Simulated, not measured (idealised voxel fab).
The following process module bears the name voxel wiring stack.
This is section cut - it's 295 nm across, gridded in 5 nm square cells.
Think of the cross-section as a grid of square cells. We describe it in bands, top to bottom, and each band covers one or more rows of those cells.
Look at the band entry: it leads with the top's height and the bottom's height in nm. Then it lists the materials left to right, with a width in nm for each. The word "everywhere" on a single material says that material fills the band edge to edge. The word "empty" is empty space.
Ref level 0: as-received wafer is one material below here. Bottom band extends down with no lower bound ("z 0 and below").
A two-number width, for instance "30 to 40", indicates that the width is equal to the first number in the top row of the band and to the second number in the bottom row, and that it changes by a constant amount per row of cells.
Reading "no modification" for a step: not a cell of the cross-section changed in it.
"Closed voids list" enumerates empty spaces isolated from the top, with no open way to it, that contain at least 8 cells, giving each as width x height at distance from the left edge, all three in nm.
Anything after a step's settings on that line? It's the simulator's own note about the step.
If you see "overlay nm" on a step's line and that step has a mask, it's telling you how far right of where it was planned the mask ended up; a negative number means it went left instead.

## The planned process steps are enumerated hereunder
1 RECEIVE, material Si
2 CONFORMAL_DEP, material SiO2, thk nm 10
3 DIRECTIONAL_DEP, material TiN, thk nm 5
4 DIRECTIONAL_DEP, material Ru, thk nm 15
5 PATTERN, tone cover, mask id METAL_1, material resist, width nm 30, pitch nm 60, thk nm 20, overlay nm 0
6 DIRECTIONAL_ETCH, etch materials Ru, depth nm 15
7 DIRECTIONAL_ETCH, etch materials TiN, depth nm 5
8 STRIP, etch materials resist
9 FILL_DEP, material SiO2, thk nm 5
10 CMP, height nm 30
11 CONFORMAL_DEP, material SiCN, thk nm 5
12 DIRECTIONAL_DEP, material SiO2, thk nm 20
13 MASKED_ETCH, tone open, mask id PLUG_1, width nm 15, pitch nm 120, etch materials SiO2, depth nm 20, overlay nm 0
14 MASKED_ETCH, tone open, mask id PLUG_1, width nm 15, pitch nm 120, etch materials SiCN, depth nm 5, overlay nm 0
15 EPI, material Ru, thk nm 10
16 EPI, material Ru, thk nm 10
17 EPI, material Ru, thk nm 5
18 DIRECTIONAL_DEP, material TiN, thk nm 5
19 DIRECTIONAL_DEP, material Ru, thk nm 25
20 MASKED_ETCH, tone cover, mask id METAL_2, width nm 30, pitch nm 60, etch materials Ru, depth nm 25, overlay nm 0
21 MASKED_ETCH, tone cover, mask id METAL_2, width nm 30, pitch nm 60, etch materials TiN, depth nm 5, overlay nm 0
22 CONFORMAL_DEP, material SiCN, thk nm 5
23 FILL_DEP, material SiO2, thk nm 5
24 CMP, height nm 85
25 CONFORMAL_DEP, material SiCN, thk nm 5

## Cross-sectional view of the wafer in its as-received condition, corresponding to the state after step 1
- z 0 and below = Si everywhere
- Closed voids list: none

## First of two wafers: cross-section at end of module, run per plan
- z 90 to 85 = SiCN everywhere
- z 85 to 60 = SiO2=35, SiCN=5, Ru=30, SiCN=5, SiO2=20, SiCN=5, Ru=30, SiCN=5, SiO2=20, SiCN=5, Ru=30, SiCN=5, SiO2=20, SiCN=5, Ru=30, SiCN=5, SiO2=40
- z 60 to 55 = SiCN=40, TiN=30, SiCN=30, TiN=30, SiCN=30, TiN=30, SiCN=30, TiN=30, SiCN=45
- z 55 to 35 = SiO2=40, Ru=15, SiO2=105, Ru=15, SiO2=120
- z 35 to 30 = SiCN=40, Ru=15, SiCN=105, Ru=15, SiCN=120
- z 30 to 15 = SiO2=40, Ru=30, SiO2=30, Ru=30, SiO2=30, Ru=30, SiO2=30, Ru=30, SiO2=45
- z 15 to 10 = SiO2=40, TiN=30, SiO2=30, TiN=30, SiO2=30, TiN=30, SiO2=30, TiN=30, SiO2=45
- z 10 to 0 = SiO2 everywhere
- z 0 and below = Si everywhere
- Closed voids list: none

## Second wafer through the module, sectioned at the end: same beginning and same plan as the first wafer, with one mistake in carrying it out
- z 90 to 85 = SiCN everywhere
- z 85 to 80 = SiO2=35, SiCN=5, Ru=30, SiCN=5, SiO2=20, SiCN=5, Ru=30, SiCN=5, SiO2=20, SiCN=5, Ru=30, SiCN=5, SiO2=20, SiCN=5, Ru=30, SiCN=5, SiO2=40
- z 80 to 75 = SiCN=40, Ru=15, TiN=15, SiCN=30, TiN=30, SiCN=30, Ru=15, TiN=15, SiCN=30, TiN=30, SiCN=45
- z 75 to 60 = SiO2=40, Ru=15, SiO2=105, Ru=15, SiO2=120
- z 60 to 55 = SiO2=40, TiN=15, SiO2=105, TiN=15, SiO2=120
- z 55 to 35 = SiO2 everywhere
- z 35 to 30 = SiCN everywhere
- z 30 to 15 = SiO2=40, Ru=30, SiO2=30, Ru=30, SiO2=30, Ru=30, SiO2=30, Ru=30, SiO2=45
- z 15 to 10 = SiO2=40, TiN=30, SiO2=30, TiN=30, SiO2=30, TiN=30, SiO2=30, TiN=30, SiO2=45
- z 10 to 0 = SiO2 everywhere
- z 0 and below = Si everywhere
- Closed voids list: none
What was the processing mistake? step 12 was run twice
Looking at both finished wafers in cells, the second ends up ahead of or behind the first on some materials: Ru -102, SiCN -26, SiO2 +128
